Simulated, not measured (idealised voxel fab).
process module | voxel capacitor over wiring
cross-section cut | 220 nm wide | cells 5 nm
A cross-section is a grid of square cells, given in bands from the top down. A band is one or more rows of cells.
Each band's line starts with the height of the band's top and of its bottom, in nm. Then come its materials from left to right, each with its width in nm. One material with "throughout" fills the band from edge to edge. "air" is empty space.
Height 0 is the level under which the wafer as received is all one material. The lowest band goes on downwards, as in "0 down".
A width such as "30 to 40" changes by the same amount from each row of cells to the next, from the band's top row to its bottom row.
"no change" after a step means that no cell of the cross-section changed.
closed voids: empty space of 8 cells or more with no open way to the top, each as width x height at its distance from the left edge, in nm
after a step's settings: what the simulator itself notes on the step
overlay nm, on a step with a mask: how far to the right of its planned place the mask lay; to the left if negative
plan
1 op RECEIVE | material Si
2 op CONFORMAL_DEP | material SiO2 | thk nm 10
3 op CONFORMAL_DEP | material SiCN | thk nm 5
4 op DIRECTIONAL_DEP | material lowk | thk nm 20
5 op DIRECTIONAL_DEP | material aC | thk nm 15
6 op PATTERN | tone open | mask id METAL_1 | material resist | width nm 30 | pitch nm 90 | thk nm 30 | overlay nm 0
7 op DIRECTIONAL_ETCH | etch materials aC | depth nm 15
8 op STRIP | etch materials resist
9 op DIRECTIONAL_ETCH | etch materials lowk | depth nm 20
10 op DIRECTIONAL_ETCH | etch materials SiCN | depth nm 5
11 op STRIP | etch materials aC
12 op CONFORMAL_DEP | material TiN | thk nm 5
13 op FILL_DEP | material Cu | thk nm 10
14 op CMP | height nm 35
15 op CONFORMAL_DEP | material SiCN | thk nm 5
16 op DIRECTIONAL_DEP | material lowk | thk nm 10
17 op PATTERN | tone open | mask id PLUG_1 | material resist | width nm 15 | thk nm 15 | overlay nm 0
18 op DIRECTIONAL_ETCH | etch materials lowk | depth nm 10
19 op DIRECTIONAL_ETCH | etch materials SiCN | depth nm 5
20 op STRIP | etch materials resist
21 op CONFORMAL_DEP | material TiN | thk nm 5
22 op FILL_DEP | material Ru | thk nm 5
23 op CMP | height nm 50
24 op DIRECTIONAL_DEP | material TiN | thk nm 10
25 op DIRECTIONAL_DEP | material SiN | thk nm 5
26 op DIRECTIONAL_DEP | material TiN | thk nm 10
27 op DIRECTIONAL_DEP | material aC | thk nm 15
28 op PATTERN | tone cover | mask id UPPER_PLATE | material resist | width nm 65 | thk nm 35 | overlay nm 0
29 op DIRECTIONAL_ETCH | etch materials aC | depth nm 15
30 op STRIP | etch materials resist
31 op DIRECTIONAL_ETCH | etch materials TiN | depth nm 10
32 op DIRECTIONAL_ETCH | etch materials SiN | depth nm 5
33 op STRIP | etch materials aC
34 op PATTERN | tone cover | mask id LOWER_PLATE | material resist | width nm 75 | thk nm 20 | overlay nm 0
35 op DIRECTIONAL_ETCH | etch materials TiN | depth nm 10
36 op STRIP | etch materials resist
37 op FILL_DEP | material SiO2 | thk nm 15
38 op CMP | height nm 85
39 op DIRECTIONAL_DEP | material aC | thk nm 15
40 op PATTERN | tone open | mask id PLUG_2 | material resist | width nm 15 | thk nm 30 | overlay nm 0
41 op DIRECTIONAL_ETCH | etch materials aC | depth nm 15
42 op STRIP | etch materials resist
43 op DIRECTIONAL_ETCH | etch materials SiO2 | depth nm 10
44 op STRIP | etch materials aC
45 op CONFORMAL_DEP | material TiN | thk nm 5
46 op FILL_DEP | material Ru | thk nm 10
47 op CMP | height nm 85
48 op CONFORMAL_DEP | material SiN | thk nm 5
as received, after step 1
  0 down: Si throughout
  closed voids: none
first wafer at the end, as planned
  90 to 85: SiN throughout
  85 to 80: SiO2 75 | TiN 5 | Ru 5 | TiN 5 | SiO2 130
  80 to 75: SiO2 75 | TiN 15 | SiO2 130
  75 to 65: SiO2 65 | TiN 65 | SiO2 90
  65 to 60: SiO2 65 | SiN 65 | SiO2 90
  60 to 50: SiO2 60 | TiN 75 | SiO2 85
  50 to 40: lowk 65 | TiN 5 | Ru 5 | TiN 5 | lowk 140
  40 to 35: SiCN 65 | TiN 15 | SiCN 140
  35 to 15: lowk 50 | TiN 5 | Cu 20 | TiN 5 | lowk 60 | TiN 5 | Cu 20 | TiN 5 | lowk 50
  15 to 10: SiCN 50 | TiN 30 | SiCN 60 | TiN 30 | SiCN 50
  10 to 0: SiO2 throughout
  0 down: Si throughout
  closed voids: none
second wafer at the end: like start, like plan, one mistake
  90 to 85: SiN throughout
  85 to 80: SiO2 75 | TiN 5 | Ru 5 | TiN 5 | SiO2 130
  80 to 75: SiO2 75 | TiN 15 | SiO2 130
  75 to 70: SiO2 throughout
  70 to 60: SiO2 65 | TiN 65 | SiO2 90
  60 to 50: SiO2 60 | TiN 75 | SiO2 85
  50 to 40: lowk 65 | TiN 5 | Ru 5 | TiN 5 | lowk 140
  40 to 35: SiCN 65 | TiN 15 | SiCN 140
  35 to 15: lowk 50 | TiN 5 | Cu 20 | TiN 5 | lowk 60 | TiN 5 | Cu 20 | TiN 5 | lowk 50
  15 to 10: SiCN 50 | TiN 30 | SiCN 60 | TiN 30 | SiCN 50
  10 to 0: SiO2 throughout
  0 down: Si throughout
  closed voids: none
what went wrong: step 25 was left out
at the end the second wafer has, in cells: 13 fewer of SiN | 13 more of SiO2
